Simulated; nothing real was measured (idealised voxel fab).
process module | voxel fin reveal
Section shown: cut. Width: 180 nm. Cell size: 5 nm, square.
Cross-section spec: square-cell grid; bands listed top down; each band is one or more rows. Heights first: top, then bottom, in nm. Then materials, left to right, each with a width in nm. "throughout" on a single material: fills the band edge to edge. "empty": empty space. All heights in this document are referenced to 0, defined as the level beneath which the wafer, as received, consists entirely of one material. The lowest band is not bounded below; it extends indefinitely downward and is written in the form "from 0 down". The width entry "30->40" should be interpreted row by row: the top row of cells in the band takes the first number, the bottom row takes the second number, and the change between adjacent rows is uniform throughout. For the purposes of this document, the phrase "same as before" attached to a step denotes that no cell within the cross-section was modified by that step. If an empty space has no open way to the top and is at least 8 cells in size, "Enclosed void entries" lists it, written width x height at distance, where distance is measured from the left edge and every value is in nm. Formally, on a step line, whatever follows the settings is a remark that the simulator itself makes on the step. A step line may carry the setting "overlay nm", which, for steps involving a mask, states the distance by which the mask lay to the right of its intended position; negative values denote displacement to the left.
# Steps in the process plan
1) op RECEIVE | material Si
2) op CONFORMAL_DEP | material SiN | thk nm 10
3) op DIRECTIONAL_DEP | material aC | thk nm 10
4) op PATTERN | tone cover | mask id FINS | material resist | width nm 15 | pitch nm 45 | thk nm 25 | overlay nm 0
5) op DIRECTIONAL_ETCH | etch materials aC | depth nm 10
6) op STRIP | etch materials resist
7) op DIRECTIONAL_ETCH | etch materials SiN | depth nm 10
8) op DIRECTIONAL_ETCH | etch materials Si | depth nm 30
9) op STRIP | etch materials aC
10) op FILL_DEP | material SiO2 | thk nm 10
11) op CMP | height nm 10
12) op SELECTIVE_ETCH | etch materials SiO2 | depth nm 30
13) op STRIP | etch materials SiN
14) op CONFORMAL_DEP | material HfO2 | thk nm 5
# So, the first of our two wafers, run just as we planned it
# As-received state of the wafer in cross-section, equivalent to post-step 1
    from 0 down  Si throughout
    Enclosed void entries: none
# Step 2 complete: cross-section through the wafer
    from 10 to 0  SiN throughout
    Everything below 0 is unchanged.
# Step 3 complete: cross-section through the wafer
    from 20 to 10  aC throughout
    Everything below 10 is unchanged.
# Step 4 complete: cross-section through the wafer
    from 45 to 20  60 of empty, then 15 of resist, then 30 of empty, then 15 of resist, then 60 of empty
    Everything below 20 is unchanged.
# Step 5 complete: cross-section through the wafer
    from 35 to 20  60 of empty, then 15 of resist, then 30 of empty, then 15 of resist, then 60 of empty
    from 20 to 10  60 of empty, then 15 of aC, then 30 of empty, then 15 of aC, then 60 of empty
    Everything below 10 is unchanged.
# Step 6 complete: cross-section through the wafer
    from 20 to 10  60 of empty, then 15 of aC, then 30 of empty, then 15 of aC, then 60 of empty
    Everything below 10 is unchanged.
# Step 7 complete: cross-section through the wafer
    from 20 to 10  60 of empty, then 15 of aC, then 30 of empty, then 15 of aC, then 60 of empty
    from 10 to 0  60 of empty, then 15 of SiN, then 30 of empty, then 15 of SiN, then 60 of empty
    Everything below 0 is unchanged.
# Step 8 complete: cross-section through the wafer
    from 20 to 10  60 of empty, then 15 of aC, then 30 of empty, then 15 of aC, then 60 of empty
    from 10 to 0  60 of empty, then 15 of SiN, then 30 of empty, then 15 of SiN, then 60 of empty
    from 0 to -30  60 of empty, then 15 of Si, then 30 of empty, then 15 of Si, then 60 of empty
    Everything below -30 is unchanged.
# Step 9 complete: cross-section through the wafer
    from 10 to 0  60 of empty, then 15 of SiN, then 30 of empty, then 15 of SiN, then 60 of empty
    Everything below 0 is unchanged.
# Step 10 complete: cross-section through the wafer
    from 20 to 10  SiO2 throughout
    from 10 to 0  60 of SiO2, then 15 of SiN, then 30 of SiO2, then 15 of SiN, then 60 of SiO2
    from 0 to -30  60 of SiO2, then 15 of Si, then 30 of SiO2, then 15 of Si, then 60 of SiO2
    Everything below -30 is unchanged.
# Step 11 complete: cross-section through the wafer
    from 10 to 0  60 of SiO2, then 15 of SiN, then 30 of SiO2, then 15 of SiN, then 60 of SiO2
    Everything below 0 is unchanged.
# Step 12 complete: cross-section through the wafer
    from 10 to 0  60 of empty, then 15 of SiN, then 30 of empty, then 15 of SiN, then 60 of empty
    from 0 to -20  60 of empty, then 15 of Si, then 30 of empty, then 15 of Si, then 60 of empty
    Everything below -20 is unchanged.
# Step 13 complete: cross-section through the wafer
    from 0 to -20  60 of empty, then 15 of Si, then 30 of empty, then 15 of Si, then 60 of empty
    Everything below -20 is unchanged.
# Step 14 complete: cross-section through the wafer
    from 5 to 0  55 of empty, then 25 of HfO2, then 20 of empty, then 25 of HfO2, then 55 of empty
    from 0 to -15  55 of empty, then 5 of HfO2, then 15 of Si, then 5 of HfO2, then 20 of empty, then 5 of HfO2, then 15 of Si, then 5 of HfO2, then 55 of empty
    from -15 to -20  60 of HfO2, then 15 of Si, then 30 of HfO2, then 15 of Si, then 60 of HfO2
    Everything below -20 is unchanged.
# Second wafer. Start and plan as for the first. One mistake made in running. Agrees with the first up to and including step 7
# At the planned end of step 8, the second wafer in cross-section
    from 20 to 10  60 of empty, then 15 of aC, then 30 of empty, then 15 of aC, then 60 of empty
    from 10 to 0  60 of empty, then 15 of SiN, then 30 of empty, then 15 of SiN, then 60 of empty
    from 0 to -40  60 of empty, then 15 of Si, then 30 of empty, then 15 of Si, then 60 of empty
    Everything below -40 is unchanged.
# At the planned end of step 9, the second wafer in cross-section
    from 10 to 0  60 of empty, then 15 of SiN, then 30 of empty, then 15 of SiN, then 60 of empty
    Everything below 0 is unchanged.
# At the planned end of step 10, the second wafer in cross-section
    from 20 to 10  SiO2 throughout
    from 10 to 0  60 of SiO2, then 15 of SiN, then 30 of SiO2, then 15 of SiN, then 60 of SiO2
    from 0 to -40  60 of SiO2, then 15 of Si, then 30 of SiO2, then 15 of Si, then 60 of SiO2
    Everything below -40 is unchanged.
# At the planned end of step 11, the second wafer in cross-section
    from 10 to 0  60 of SiO2, then 15 of SiN, then 30 of SiO2, then 15 of SiN, then 60 of SiO2
    Everything below 0 is unchanged.
# At the planned end of step 12, the second wafer in cross-section
    from 10 to 0  60 of empty, then 15 of SiN, then 30 of empty, then 15 of SiN, then 60 of empty
    from 0 to -20  60 of empty, then 15 of Si, then 30 of empty, then 15 of Si, then 60 of empty
    Everything below -20 is unchanged.
# At the planned end of step 13, the second wafer in cross-section
    from 0 to -20  60 of empty, then 15 of Si, then 30 of empty, then 15 of Si, then 60 of empty
    Everything below -20 is unchanged.
# At the planned end of step 14, the second wafer in cross-section
    from 5 to 0  55 of empty, then 25 of HfO2, then 20 of empty, then 25 of HfO2, then 55 of empty
    from 0 to -15  55 of empty, then 5 of HfO2, then 15 of Si, then 5 of HfO2, then 20 of empty, then 5 of HfO2, then 15 of Si, then 5 of HfO2, then 55 of empty
    from -15 to -20  60 of HfO2, then 15 of Si, then 30 of HfO2, then 15 of Si, then 60 of HfO2
    Everything below -20 is unchanged.
Where did the run depart from the plan? in deviation from the planned setting, step 8 was conducted as op DIRECTIONAL_ETCH | etch materials Si | depth nm 40
Heads up, by the end the second wafer has more or fewer cells of some materials compared to the first: 60 fewer of Si; 60 more of SiO2
